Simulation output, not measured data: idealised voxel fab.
process module | voxel released beams
cross-section cut | 155 nm wide | cells 5 nm
A cross-section is a grid of square cells, given in bands from the top down. A band is one or more rows of cells.
Each band's line starts with the height of the band's top and of its bottom, in nm. Then come its materials from left to right, each with its width in nm. One material with "throughout" fills the band from edge to edge. "air" is empty space.
Height 0 is the level under which the wafer as received is all one material. The lowest band goes on downwards, as in "0 down".
A width such as "30 to 40" changes by the same amount from each row of cells to the next, from the band's top row to its bottom row.
"no change" after a step means that no cell of the cross-section changed.
closed voids: empty space of 8 cells or more with no open way to the top, each as width x height at its distance from the left edge, in nm
after a step's settings: what the simulator itself notes on the step
overlay nm, on a step with a mask: how far to the right of its planned place the mask lay; to the left if negative
plan
1 op RECEIVE | material Si
2 op CONFORMAL_DEP | material Al2O3 | thk nm 5
3 op DIRECTIONAL_DEP | material SiO2 | thk nm 10
4 op DIRECTIONAL_DEP | material aC | thk nm 15
5 op PATTERN | tone open | mask id ANCHOR | material resist | width nm 40 | thk nm 35 | overlay nm 0
6 op DIRECTIONAL_ETCH | etch materials aC | depth nm 15
7 op STRIP | etch materials resist
8 op DIRECTIONAL_ETCH | etch materials SiO2 | depth nm 10
9 op STRIP | etch materials aC
10 op CONFORMAL_DEP | material SiN | thk nm 15
11 op MASKED_ETCH | tone cover | mask id BEAM | width nm 100 | etch materials SiN | depth nm 15 | overlay nm 0
12 op STRIP | etch materials SiO2
as received, after step 1
  0 down: Si throughout
  closed voids: none
first wafer at the end, as planned
  30 to 20: air 25 | SiN 20 | air 10 | SiN 70 | air 30
  20 to 15: air 25 | SiN 100 | air 30
  15 to 5: air 30 | SiN 40 | air 85
  5 to 0: Al2O3 throughout
  0 down: Si throughout
  closed voids: none
second wafer at the end: like start, like plan, one mistake
  30 to 20: air 25 | SiN 30 | air 10 | SiN 60 | air 30
  20 to 15: air 25 | SiN 100 | air 30
  15 to 5: air 40 | SiN 40 | air 75
  5 to 0: Al2O3 throughout
  0 down: Si throughout
  closed voids: none
what went wrong: step 5 ran as: op PATTERN | tone open | mask id ANCHOR | material resist | width nm 40 | thk nm 35 | overlay nm 10
at the end the second wafer has, in cells: as many of each material as the first, in other places
